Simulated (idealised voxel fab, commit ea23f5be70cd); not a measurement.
Proc. module: voxel self aligned vias
The cross-section shown here is cut; it is 285 nm wide and divided into square cells measuring 5 nm on a side.
Throughout this document, each cross-section is represented as a grid of square cells and is presented as a sequence of bands enumerated from the top downward, where a band comprises one or more rows of cells. For a band, the entry starts with two heights in nm, that of the top and then that of the bottom, and carries on with the band's materials in order from left to right, each alongside its width in nm; the word "everywhere" beside a single material means it fills the band edge to edge, and "air" means empty space. Height 0 is the level under which the wafer as received is all one material. The lowest band goes on downwards, as in "0 and below". Think of "30..40" as a width that walks from the first number to the second as you go down the band, top row to bottom row, taking equal-sized steps from row to row. You'll sometimes find "nothing got changed" written for a step, and that's the way of saying that nowhere in the cross-section did a cell change during that step. The list in "Sealed internal voids" covers empty spaces of 8 cells or more that cannot reach the top through any open way, and it gives each as width x height at distance; the distance is from the left edge, and width, height and distance are in nm. Whatever follows a step's settings on its line is a remark the simulator itself makes about that step. overlay nm: right-of-plan distance of the mask on a masked step; negative values mean left-of-plan.

**The steps planned for the process are as follows**
1: RECEIVE, material Si
2: CONFORMAL_DEP, material SiO2, thk nm 15
3: CONFORMAL_DEP, material SiCN, thk nm 5
4: DIRECTIONAL_DEP, material SiO2, thk nm 20
5: PATTERN, tone open, mask id LINES, material resist, width nm 20, pitch nm 45, thk nm 15, overlay nm 0
6: DIRECTIONAL_ETCH, etch materials SiO2, depth nm 20
7: STRIP, etch materials resist
8: CONFORMAL_DEP, material TiN, thk nm 5
9: FILL_DEP, material W, thk nm 5
10: CMP, height nm 40
11: SELECTIVE_ETCH, etch materials W Ru TiN, depth nm 5
12: FILL_DEP, material SiN, thk nm 10
13: CMP, height nm 40
14: DIRECTIONAL_DEP, material SiO2, thk nm 15
15: DIRECTIONAL_DEP, material aC, thk nm 15
16: PATTERN, tone open, mask id VIAS, material resist, width nm 30, thk nm 30, overlay nm 0
17: DIRECTIONAL_ETCH, etch materials aC, depth nm 15
18: STRIP, etch materials resist
19: DIRECTIONAL_ETCH, etch materials SiO2, depth nm 15
20: DIRECTIONAL_ETCH, etch materials SiN, depth nm 5
21: STRIP, etch materials aC
22: CONFORMAL_DEP, material TiN, thk nm 5
23: FILL_DEP, material W, thk nm 5
24: CMP, height nm 55
25: CONFORMAL_DEP, material SiN, thk nm 5

**First wafer of two (run as planned)**

**as received, after step 1**
* 0 and below  Si everywhere
* Sealed internal voids: none

**Cross-section: wafer state after step 2**
* 15 down to 0  SiO2 everywhere
* Unchanged below 0.

**Cross-section: wafer state after step 3**
* 20 down to 15  SiCN everywhere
* Unchanged below 15.

**Cross-section: wafer state after step 4**
* 40 down to 20  SiO2 everywhere
* Unchanged below 20.

**Cross-section: wafer state after step 5**
* 55 down to 40  resist=110  air=20  resist=25  air=20  resist=110
* Unchanged below 40.

**Cross-section: wafer state after step 6**
* 55 down to 40  resist=110  air=20  resist=25  air=20  resist=110
* 40 down to 20  SiO2=110  air=20  SiO2=25  air=20  SiO2=110
* Unchanged below 20.

**Cross-section: wafer state after step 7**
* 40 down to 20  SiO2=110  air=20  SiO2=25  air=20  SiO2=110
* Unchanged below 20.

**Cross-section: wafer state after step 8**
* 45 down to 40  TiN=115  air=10  TiN=35  air=10  TiN=115
* 40 down to 25  SiO2=110  TiN=5  air=10  TiN=5  SiO2=25  TiN=5  air=10  TiN=5  SiO2=110
* 25 down to 20  SiO2=110  TiN=20  SiO2=25  TiN=20  SiO2=110
* Unchanged below 20.

**Cross-section: wafer state after step 9**
* 50 down to 45  W everywhere
* 45 down to 40  TiN=115  W=10  TiN=35  W=10  TiN=115
* 40 down to 25  SiO2=110  TiN=5  W=10  TiN=5  SiO2=25  TiN=5  W=10  TiN=5  SiO2=110
* Unchanged below 25.

**Cross-section: wafer state after step 10**
* 40 down to 25  SiO2=110  TiN=5  W=10  TiN=5  SiO2=25  TiN=5  W=10  TiN=5  SiO2=110
* Unchanged below 25.

**Cross-section: wafer state after step 11**
* 40 down to 35  SiO2=110  air=20  SiO2=25  air=20  SiO2=110
* Unchanged below 35.

**Cross-section: wafer state after step 12**
* 50 down to 40  SiN everywhere
* 40 down to 35  SiO2=110  SiN=20  SiO2=25  SiN=20  SiO2=110
* Unchanged below 35.

**Cross-section: wafer state after step 13**
* 40 down to 35  SiO2=110  SiN=20  SiO2=25  SiN=20  SiO2=110
* Unchanged below 35.

**Cross-section: wafer state after step 14**
* 55 down to 40  SiO2 everywhere
* Unchanged below 40.

**Cross-section: wafer state after step 15**
* 70 down to 55  aC everywhere
* Unchanged below 55.

**Cross-section: wafer state after step 16**
* 100 down to 70  resist=105  air=30  resist=150
* Unchanged below 70.

**Cross-section: wafer state after step 17**
* 85 down to 70  resist=105  air=30  resist=150
* 70 down to 55  aC=105  air=30  aC=150
* Unchanged below 55.

**Cross-section: wafer state after step 18**
* 70 down to 55  aC=105  air=30  aC=150
* Unchanged below 55.

**Cross-section: wafer state after step 19**
* 70 down to 55  aC=105  air=30  aC=150
* 55 down to 40  SiO2=105  air=30  SiO2=150
* Unchanged below 40.

**Cross-section: wafer state after step 20**
* 70 down to 55  aC=105  air=30  aC=150
* 55 down to 40  SiO2=105  air=30  SiO2=150
* 40 down to 35  SiO2=110  air=20  SiO2=25  SiN=20  SiO2=110
* Unchanged below 35.

**Cross-section: wafer state after step 21**
* 55 down to 40  SiO2=105  air=30  SiO2=150
* Unchanged below 40.

**Cross-section: wafer state after step 22**
* 60 down to 55  TiN=110  air=20  TiN=155
* 55 down to 45  SiO2=105  TiN=5  air=20  TiN=5  SiO2=150
* 45 down to 40  SiO2=105  TiN=10  air=10  TiN=10  SiO2=150
* 40 down to 35  SiO2=110  TiN=20  SiO2=25  SiN=20  SiO2=110
* Unchanged below 35.

**Cross-section: wafer state after step 23**
* 65 down to 60  W everywhere
* 60 down to 55  TiN=110  W=20  TiN=155
* 55 down to 45  SiO2=105  TiN=5  W=20  TiN=5  SiO2=150
* 45 down to 40  SiO2=105  TiN=10  W=10  TiN=10  SiO2=150
* Unchanged below 40.

**Cross-section: wafer state after step 24**
* 55 down to 45  SiO2=105  TiN=5  W=20  TiN=5  SiO2=150
* Unchanged below 45.

**Cross-section: wafer state after step 25**
* 60 down to 55  SiN everywhere
* Unchanged below 55.

**Second wafer - shared start and plan with the first - one error in running - same as the first up to step 15 inclusive**

**X-section, second wafer, when step 16 was due to finish**
* 100 down to 70  resist=110  air=30  resist=145
* Unchanged below 70.

**X-section, second wafer, when step 17 was due to finish**
* 85 down to 70  resist=110  air=30  resist=145
* 70 down to 55  aC=110  air=30  aC=145
* Unchanged below 55.

**X-section, second wafer, when step 18 was due to finish**
* 70 down to 55  aC=110  air=30  aC=145
* Unchanged below 55.

**X-section, second wafer, when step 19 was due to finish**
* 70 down to 55  aC=110  air=30  aC=145
* 55 down to 40  SiO2=110  air=30  SiO2=145
* Unchanged below 40.

**X-section, second wafer, when step 20 was due to finish**
* 70 down to 55  aC=110  air=30  aC=145
* 55 down to 40  SiO2=110  air=30  SiO2=145
* 40 down to 35  SiO2=110  air=20  SiO2=25  SiN=20  SiO2=110
* Unchanged below 35.

**X-section, second wafer, when step 21 was due to finish**
* 55 down to 40  SiO2=110  air=30  SiO2=145
* Unchanged below 40.

**X-section, second wafer, when step 22 was due to finish**
* 60 down to 55  TiN=115  air=20  TiN=150
* 55 down to 45  SiO2=110  TiN=5  air=20  TiN=5  SiO2=145
* 45 down to 40  SiO2=110  TiN=5  air=10  TiN=15  SiO2=145
* 40 down to 35  SiO2=110  TiN=20  SiO2=25  SiN=20  SiO2=110
* Unchanged below 35.

**X-section, second wafer, when step 23 was due to finish**
* 65 down to 60  W everywhere
* 60 down to 55  TiN=115  W=20  TiN=150
* 55 down to 45  SiO2=110  TiN=5  W=20  TiN=5  SiO2=145
* 45 down to 40  SiO2=110  TiN=5  W=10  TiN=15  SiO2=145
* Unchanged below 40.

**X-section, second wafer, when step 24 was due to finish**
* 55 down to 45  SiO2=110  TiN=5  W=20  TiN=5  SiO2=145
* Unchanged below 45.

**X-section, second wafer, when step 25 was due to finish**
* 60 down to 55  SiN everywhere
* Unchanged below 55.
Where did the run depart from the plan? step 16 did not happen as planned, as run it was PATTERN, tone open, mask id VIAS, material resist, width nm 30, thk nm 30, overlay nm 5
The two final wafers agree on how many cells each material fills and disagree on which cells those are.
